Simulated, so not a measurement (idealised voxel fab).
process module | voxel trench capacitor
cross-section cut | 285 nm wide | cells 5 nm
A cross-section is a grid of square cells, given in bands from the top down. A band is one or more rows of cells.
Each band's line starts with the height of the band's top and of its bottom, in nm. Then come its materials from left to right, each with its width in nm. One material with "throughout" fills the band from edge to edge. "air" is empty space.
Height 0 is the level under which the wafer as received is all one material. The lowest band goes on downwards, as in "0 down".
A width such as "30 to 40" changes by the same amount from each row of cells to the next, from the band's top row to its bottom row.
"no change" after a step means that no cell of the cross-section changed.
closed voids: empty space of 8 cells or more with no open way to the top, each as width x height at its distance from the left edge, in nm
after a step's settings: what the simulator itself notes on the step
overlay nm, on a step with a mask: how far to the right of its planned place the mask lay; to the left if negative
plan
1 op RECEIVE | material Si
2 op CONFORMAL_DEP | material SiN | thk nm 5
3 op MASKED_ETCH | tone open | mask id TRENCH | width nm 30 | pitch nm 50 | etch materials SiN | depth nm 5 | overlay nm 0
4 op MASKED_ETCH | tone open | mask id TRENCH | width nm 30 | pitch nm 50 | etch materials Si | depth nm 25 | overlay nm 0
5 op CONFORMAL_DEP | material HfO2 | thk nm 5
6 op CONFORMAL_DEP | material TiN | thk nm 5
7 op FILL_DEP | material W | thk nm 5
8 op CMP | height nm 5
as received, after step 1
  0 down: Si throughout
  closed voids: none
first wafer at the end, as planned
  5 to 0: SiN 100 | HfO2 5 | TiN 5 | W 10 | TiN 5 | HfO2 5 | SiN 20 | HfO2 5 | TiN 5 | W 10 | TiN 5 | HfO2 5 | SiN 105
  0 to -15: Si 100 | HfO2 5 | TiN 5 | W 10 | TiN 5 | HfO2 5 | Si 20 | HfO2 5 | TiN 5 | W 10 | TiN 5 | HfO2 5 | Si 105
  -15 to -20: Si 100 | HfO2 5 | TiN 20 | HfO2 5 | Si 20 | HfO2 5 | TiN 20 | HfO2 5 | Si 105
  -20 to -25: Si 100 | HfO2 30 | Si 20 | HfO2 30 | Si 105
  -25 down: Si throughout
  closed voids: none
second wafer at the end: like start, like plan, one mistake
  5 to 0: SiN 105 | HfO2 5 | TiN 5 | W 5 | TiN 5 | HfO2 5 | SiN 25 | HfO2 5 | TiN 5 | W 5 | TiN 5 | HfO2 5 | SiN 105
  0 to -15: Si 105 | HfO2 5 | TiN 5 | W 5 | TiN 5 | HfO2 5 | Si 25 | HfO2 5 | TiN 5 | W 5 | TiN 5 | HfO2 5 | Si 105
  -15 to -20: Si 105 | HfO2 5 | TiN 15 | HfO2 5 | Si 25 | HfO2 5 | TiN 15 | HfO2 5 | Si 105
  -20 to -25: Si 105 | HfO2 25 | Si 25 | HfO2 25 | Si 105
  -25 down: Si throughout
  closed voids: none
what went wrong: step 3 ran as: op MASKED_ETCH | tone open | mask id TRENCH | width nm 25 | pitch nm 50 | etch materials SiN | depth nm 5 | overlay nm 0
at the end the second wafer has, in cells: 2 fewer of HfO2 | 10 more of Si | 2 more of SiN | 2 fewer of TiN | 8 fewer of W
